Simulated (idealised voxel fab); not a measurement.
Title: Process Module voxel self aligned vias
Square cell edge 5 nm, section width 260 nm, ID cut.
Square cells in a grid make up a cross-section in this document, and the grid is given as bands, listed from the top down, each one or more rows of cells.
A band entry consists of two parts. The first gives the height of the band's top and the height of its bottom, in nm. The rest lists the band's materials from left to right, each with its width in nm. A single material labelled with the word "everywhere" fills the band from edge to edge, and the word "blank" marks empty space.
Below 0: as-received wafer, all one material; heights counted from there. Lowest band: no bottom, goes on down, written "0 nm and below".
With a width like "30->40", each row of cells in the band differs from the next by the same amount, the top row carrying the first number and the bottom row the second.
"changes: none", as given for a step, is the statement that not any cell of the cross-section underwent a change during that step.
Listed in "Enclosed void catalog": every empty space of 8 or more cells without an open way to the top. Form: width x height at distance, the distance being from the left edge, all in nm.
Heads up: the bit after the settings on a step's line is the simulator's remark on that step.
overlay nm, on a step with a mask: how far to the right of its planned place the mask lay; to the left if negative
These are the steps we planned for the process
1. RECEIVE (material Si)
2. CONFORMAL_DEP (material SiO2; thk nm 10)
3. CONFORMAL_DEP (material SiCN; thk nm 5)
4. DIRECTIONAL_DEP (material lowk; thk nm 30)
5. DIRECTIONAL_DEP (material aC; thk nm 15)
6. PATTERN (tone open; mask id LINES; material resist; width nm 20; pitch nm 60; thk nm 30; overlay nm 0)
7. DIRECTIONAL_ETCH (etch materials aC; depth nm 15)
8. STRIP (etch materials resist)
9. DIRECTIONAL_ETCH (etch materials lowk; depth nm 30)
10. STRIP (etch materials aC)
11. CONFORMAL_DEP (material TiN; thk nm 5)
12. FILL_DEP (material Ru; thk nm 5)
13. CMP (height nm 45)
14. SELECTIVE_ETCH (etch materials W Ru TiN; depth nm 5)
15. FILL_DEP (material SiN; thk nm 5)
16. CMP (height nm 45)
17. DIRECTIONAL_DEP (material lowk; thk nm 20)
18. MASKED_ETCH (tone open; mask id VIAS; width nm 40; pitch nm 60; etch materials lowk; depth nm 20; overlay nm 0)
19. MASKED_ETCH (tone open; mask id VIAS; width nm 40; pitch nm 60; etch materials SiN; depth nm 5; overlay nm 0)
20. CONFORMAL_DEP (material TiN; thk nm 5)
21. FILL_DEP (material W; thk nm 5)
22. CMP (height nm 65)
23. CONFORMAL_DEP (material SiN; thk nm 5)
The first of two wafers, run as planned
Incoming wafer in cross-section (state: after step 1)
	0 nm and below: Si everywhere
	Enclosed void catalog: none
Presented here is a cross-section of the wafer after step 2 has been performed
	10 nm to 0 nm: SiO2 everywhere
	For the remainder of the cross-section, below 0, there is no change.
Presented here is a cross-section of the wafer after step 3 has been performed
	15 nm to 10 nm: SiCN everywhere
	For the remainder of the cross-section, below 10, there is no change.
Presented here is a cross-section of the wafer after step 4 has been performed
	45 nm to 15 nm: lowk everywhere
	For the remainder of the cross-section, below 15, there is no change.
Presented here is a cross-section of the wafer after step 5 has been performed
	60 nm to 45 nm: aC everywhere
	For the remainder of the cross-section, below 45, there is no change.
Presented here is a cross-section of the wafer after step 6 has been performed
	90 nm to 60 nm: 90 nm resist | 20 nm blank | 40 nm resist | 20 nm blank | 90 nm resist
	For the remainder of the cross-section, below 60, there is no change.
Presented here is a cross-section of the wafer after step 7 has been performed
	75 nm to 60 nm: 90 nm resist | 20 nm blank | 40 nm resist | 20 nm blank | 90 nm resist
	60 nm to 45 nm: 90 nm aC | 20 nm blank | 40 nm aC | 20 nm blank | 90 nm aC
	For the remainder of the cross-section, below 45, there is no change.
Presented here is a cross-section of the wafer after step 8 has been performed
	60 nm to 45 nm: 90 nm aC | 20 nm blank | 40 nm aC | 20 nm blank | 90 nm aC
	For the remainder of the cross-section, below 45, there is no change.
Presented here is a cross-section of the wafer after step 9 has been performed
	60 nm to 45 nm: 90 nm aC | 20 nm blank | 40 nm aC | 20 nm blank | 90 nm aC
	45 nm to 15 nm: 90 nm lowk | 20 nm blank | 40 nm lowk | 20 nm blank | 90 nm lowk
	For the remainder of the cross-section, below 15, there is no change.
Presented here is a cross-section of the wafer after step 10 has been performed
	45 nm to 15 nm: 90 nm lowk | 20 nm blank | 40 nm lowk | 20 nm blank | 90 nm lowk
	For the remainder of the cross-section, below 15, there is no change.
Presented here is a cross-section of the wafer after step 11 has been performed
	50 nm to 45 nm: 95 nm TiN | 10 nm blank | 50 nm TiN | 10 nm blank | 95 nm TiN
	45 nm to 20 nm: 90 nm lowk | 5 nm TiN | 10 nm blank | 5 nm TiN | 40 nm lowk | 5 nm TiN | 10 nm blank | 5 nm TiN | 90 nm lowk
	20 nm to 15 nm: 90 nm lowk | 20 nm TiN | 40 nm lowk | 20 nm TiN | 90 nm lowk
	For the remainder of the cross-section, below 15, there is no change.
Presented here is a cross-section of the wafer after step 12 has been performed
	55 nm to 50 nm: Ru everywhere
	50 nm to 45 nm: 95 nm TiN | 10 nm Ru | 50 nm TiN | 10 nm Ru | 95 nm TiN
	45 nm to 20 nm: 90 nm lowk | 5 nm TiN | 10 nm Ru | 5 nm TiN | 40 nm lowk | 5 nm TiN | 10 nm Ru | 5 nm TiN | 90 nm lowk
	For the remainder of the cross-section, below 20, there is no change.
Presented here is a cross-section of the wafer after step 13 has been performed
	45 nm to 20 nm: 90 nm lowk | 5 nm TiN | 10 nm Ru | 5 nm TiN | 40 nm lowk | 5 nm TiN | 10 nm Ru | 5 nm TiN | 90 nm lowk
	For the remainder of the cross-section, below 20, there is no change.
Presented here is a cross-section of the wafer after step 14 has been performed
	45 nm to 40 nm: 90 nm lowk | 20 nm blank | 40 nm lowk | 20 nm blank | 90 nm lowk
	For the remainder of the cross-section, below 40, there is no change.
Presented here is a cross-section of the wafer after step 15 has been performed
	50 nm to 45 nm: SiN everywhere
	45 nm to 40 nm: 90 nm lowk | 20 nm SiN | 40 nm lowk | 20 nm SiN | 90 nm lowk
	For the remainder of the cross-section, below 40, there is no change.
Presented here is a cross-section of the wafer after step 16 has been performed
	45 nm to 40 nm: 90 nm lowk | 20 nm SiN | 40 nm lowk | 20 nm SiN | 90 nm lowk
	For the remainder of the cross-section, below 40, there is no change.
Presented here is a cross-section of the wafer after step 17 has been performed
	65 nm to 45 nm: lowk everywhere
	For the remainder of the cross-section, below 45, there is no change.
Presented here is a cross-section of the wafer after step 18 has been performed
	65 nm to 45 nm: 80 nm lowk | 40 nm blank | 20 nm lowk | 40 nm blank | 80 nm lowk
	For the remainder of the cross-section, below 45, there is no change.
Presented here is a cross-section of the wafer after step 19 has been performed
	65 nm to 45 nm: 80 nm lowk | 40 nm blank | 20 nm lowk | 40 nm blank | 80 nm lowk
	45 nm to 40 nm: 90 nm lowk | 20 nm blank | 40 nm lowk | 20 nm blank | 90 nm lowk
	For the remainder of the cross-section, below 40, there is no change.
Presented here is a cross-section of the wafer after step 20 has been performed
	70 nm to 65 nm: 85 nm TiN | 30 nm blank | 30 nm TiN | 30 nm blank | 85 nm TiN
	65 nm to 50 nm: 80 nm lowk | 5 nm TiN | 30 nm blank | 5 nm TiN | 20 nm lowk | 5 nm TiN | 30 nm blank | 5 nm TiN | 80 nm lowk
	50 nm to 45 nm: 80 nm lowk | 15 nm TiN | 10 nm blank | 15 nm TiN | 20 nm lowk | 15 nm TiN | 10 nm blank | 15 nm TiN | 80 nm lowk
	45 nm to 40 nm: 90 nm lowk | 20 nm TiN | 40 nm lowk | 20 nm TiN | 90 nm lowk
	For the remainder of the cross-section, below 40, there is no change.
Presented here is a cross-section of the wafer after step 21 has been performed
	75 nm to 70 nm: W everywhere
	70 nm to 65 nm: 85 nm TiN | 30 nm W | 30 nm TiN | 30 nm W | 85 nm TiN
	65 nm to 50 nm: 80 nm lowk | 5 nm TiN | 30 nm W | 5 nm TiN | 20 nm lowk | 5 nm TiN | 30 nm W | 5 nm TiN | 80 nm lowk
	50 nm to 45 nm: 80 nm lowk | 15 nm TiN | 10 nm W | 15 nm TiN | 20 nm lowk | 15 nm TiN | 10 nm W | 15 nm TiN | 80 nm lowk
	For the remainder of the cross-section, below 45, there is no change.
Presented here is a cross-section of the wafer after step 22 has been performed
	65 nm to 50 nm: 80 nm lowk | 5 nm TiN | 30 nm W | 5 nm TiN | 20 nm lowk | 5 nm TiN | 30 nm W | 5 nm TiN | 80 nm lowk
	For the remainder of the cross-section, below 50, there is no change.
Presented here is a cross-section of the wafer after step 23 has been performed
	70 nm to 65 nm: SiN everywhere
	For the remainder of the cross-section, below 65, there is no change.
Wafer two. Identical start, identical plan. One mistake in execution. Identical history through step 1
Cross-sectional view of the second wafer at the intended end time of process step 2
	5 nm to 0 nm: SiCN everywhere
	For the remainder of the cross-section, below 0, there is no change.
Cross-sectional view of the second wafer at the intended end time of process step 3
	15 nm to 5 nm: SiO2 everywhere
	For the remainder of the cross-section, below 5, there is no change.
Cross-sectional view of the second wafer at the intended end time of process step 4
	45 nm to 15 nm: lowk everywhere
	For the remainder of the cross-section, below 15, there is no change.
Cross-sectional view of the second wafer at the intended end time of process step 5
	60 nm to 45 nm: aC everywhere
	For the remainder of the cross-section, below 45, there is no change.
Cross-sectional view of the second wafer at the intended end time of process step 6
	90 nm to 60 nm: 90 nm resist | 20 nm blank | 40 nm resist | 20 nm blank | 90 nm resist
	For the remainder of the cross-section, below 60, there is no change.
Cross-sectional view of the second wafer at the intended end time of process step 7
	75 nm to 60 nm: 90 nm resist | 20 nm blank | 40 nm resist | 20 nm blank | 90 nm resist
	60 nm to 45 nm: 90 nm aC | 20 nm blank | 40 nm aC | 20 nm blank | 90 nm aC
	For the remainder of the cross-section, below 45, there is no change.
Cross-sectional view of the second wafer at the intended end time of process step 8
	60 nm to 45 nm: 90 nm aC | 20 nm blank | 40 nm aC | 20 nm blank | 90 nm aC
	For the remainder of the cross-section, below 45, there is no change.
Cross-sectional view of the second wafer at the intended end time of process step 9
	60 nm to 45 nm: 90 nm aC | 20 nm blank | 40 nm aC | 20 nm blank | 90 nm aC
	45 nm to 15 nm: 90 nm lowk | 20 nm blank | 40 nm lowk | 20 nm blank | 90 nm lowk
	For the remainder of the cross-section, below 15, there is no change.
Cross-sectional view of the second wafer at the intended end time of process step 10
	45 nm to 15 nm: 90 nm lowk | 20 nm blank | 40 nm lowk | 20 nm blank | 90 nm lowk
	For the remainder of the cross-section, below 15, there is no change.
Cross-sectional view of the second wafer at the intended end time of process step 11
	50 nm to 45 nm: 95 nm TiN | 10 nm blank | 50 nm TiN | 10 nm blank | 95 nm TiN
	45 nm to 20 nm: 90 nm lowk | 5 nm TiN | 10 nm blank | 5 nm TiN | 40 nm lowk | 5 nm TiN | 10 nm blank | 5 nm TiN | 90 nm lowk
	20 nm to 15 nm: 90 nm lowk | 20 nm TiN | 40 nm lowk | 20 nm TiN | 90 nm lowk
	For the remainder of the cross-section, below 15, there is no change.
Cross-sectional view of the second wafer at the intended end time of process step 12
	55 nm to 50 nm: Ru everywhere
	50 nm to 45 nm: 95 nm TiN | 10 nm Ru | 50 nm TiN | 10 nm Ru | 95 nm TiN
	45 nm to 20 nm: 90 nm lowk | 5 nm TiN | 10 nm Ru | 5 nm TiN | 40 nm lowk | 5 nm TiN | 10 nm Ru | 5 nm TiN | 90 nm lowk
	For the remainder of the cross-section, below 20, there is no change.
Cross-sectional view of the second wafer at the intended end time of process step 13
	45 nm to 20 nm: 90 nm lowk | 5 nm TiN | 10 nm Ru | 5 nm TiN | 40 nm lowk | 5 nm TiN | 10 nm Ru | 5 nm TiN | 90 nm lowk
	For the remainder of the cross-section, below 20, there is no change.
Cross-sectional view of the second wafer at the intended end time of process step 14
	45 nm to 40 nm: 90 nm lowk | 20 nm blank | 40 nm lowk | 20 nm blank | 90 nm lowk
	For the remainder of the cross-section, below 40, there is no change.
Cross-sectional view of the second wafer at the intended end time of process step 15
	50 nm to 45 nm: SiN everywhere
	45 nm to 40 nm: 90 nm lowk | 20 nm SiN | 40 nm lowk | 20 nm SiN | 90 nm lowk
	For the remainder of the cross-section, below 40, there is no change.
Cross-sectional view of the second wafer at the intended end time of process step 16
	45 nm to 40 nm: 90 nm lowk | 20 nm SiN | 40 nm lowk | 20 nm SiN | 90 nm lowk
	For the remainder of the cross-section, below 40, there is no change.
Cross-sectional view of the second wafer at the intended end time of process step 17
	65 nm to 45 nm: lowk everywhere
	For the remainder of the cross-section, below 45, there is no change.
Cross-sectional view of the second wafer at the intended end time of process step 18
	65 nm to 45 nm: 80 nm lowk | 40 nm blank | 20 nm lowk | 40 nm blank | 80 nm lowk
	For the remainder of the cross-section, below 45, there is no change.
Cross-sectional view of the second wafer at the intended end time of process step 19
	65 nm to 45 nm: 80 nm lowk | 40 nm blank | 20 nm lowk | 40 nm blank | 80 nm lowk
	45 nm to 40 nm: 90 nm lowk | 20 nm blank | 40 nm lowk | 20 nm blank | 90 nm lowk
	For the remainder of the cross-section, below 40, there is no change.
Cross-sectional view of the second wafer at the intended end time of process step 20
	70 nm to 65 nm: 85 nm TiN | 30 nm blank | 30 nm TiN | 30 nm blank | 85 nm TiN
	65 nm to 50 nm: 80 nm lowk | 5 nm TiN | 30 nm blank | 5 nm TiN | 20 nm lowk | 5 nm TiN | 30 nm blank | 5 nm TiN | 80 nm lowk
	50 nm to 45 nm: 80 nm lowk | 15 nm TiN | 10 nm blank | 15 nm TiN | 20 nm lowk | 15 nm TiN | 10 nm blank | 15 nm TiN | 80 nm lowk
	45 nm to 40 nm: 90 nm lowk | 20 nm TiN | 40 nm lowk | 20 nm TiN | 90 nm lowk
	For the remainder of the cross-section, below 40, there is no change.
Cross-sectional view of the second wafer at the intended end time of process step 21
	75 nm to 70 nm: W everywhere
	70 nm to 65 nm: 85 nm TiN | 30 nm W | 30 nm TiN | 30 nm W | 85 nm TiN
	65 nm to 50 nm: 80 nm lowk | 5 nm TiN | 30 nm W | 5 nm TiN | 20 nm lowk | 5 nm TiN | 30 nm W | 5 nm TiN | 80 nm lowk
	50 nm to 45 nm: 80 nm lowk | 15 nm TiN | 10 nm W | 15 nm TiN | 20 nm lowk | 15 nm TiN | 10 nm W | 15 nm TiN | 80 nm lowk
	For the remainder of the cross-section, below 45, there is no change.
Cross-sectional view of the second wafer at the intended end time of process step 22
	65 nm to 50 nm: 80 nm lowk | 5 nm TiN | 30 nm W | 5 nm TiN | 20 nm lowk | 5 nm TiN | 30 nm W | 5 nm TiN | 80 nm lowk
	For the remainder of the cross-section, below 50, there is no change.
Cross-sectional view of the second wafer at the intended end time of process step 23
	70 nm to 65 nm: SiN everywhere
	For the remainder of the cross-section, below 65, there is no change.
Where did the run depart from the plan? deviation from plan: step 3 and step 2 executed in one another's positions
At the close, every material occupies the same number of cells on the second wafer as on the first, only in different positions.
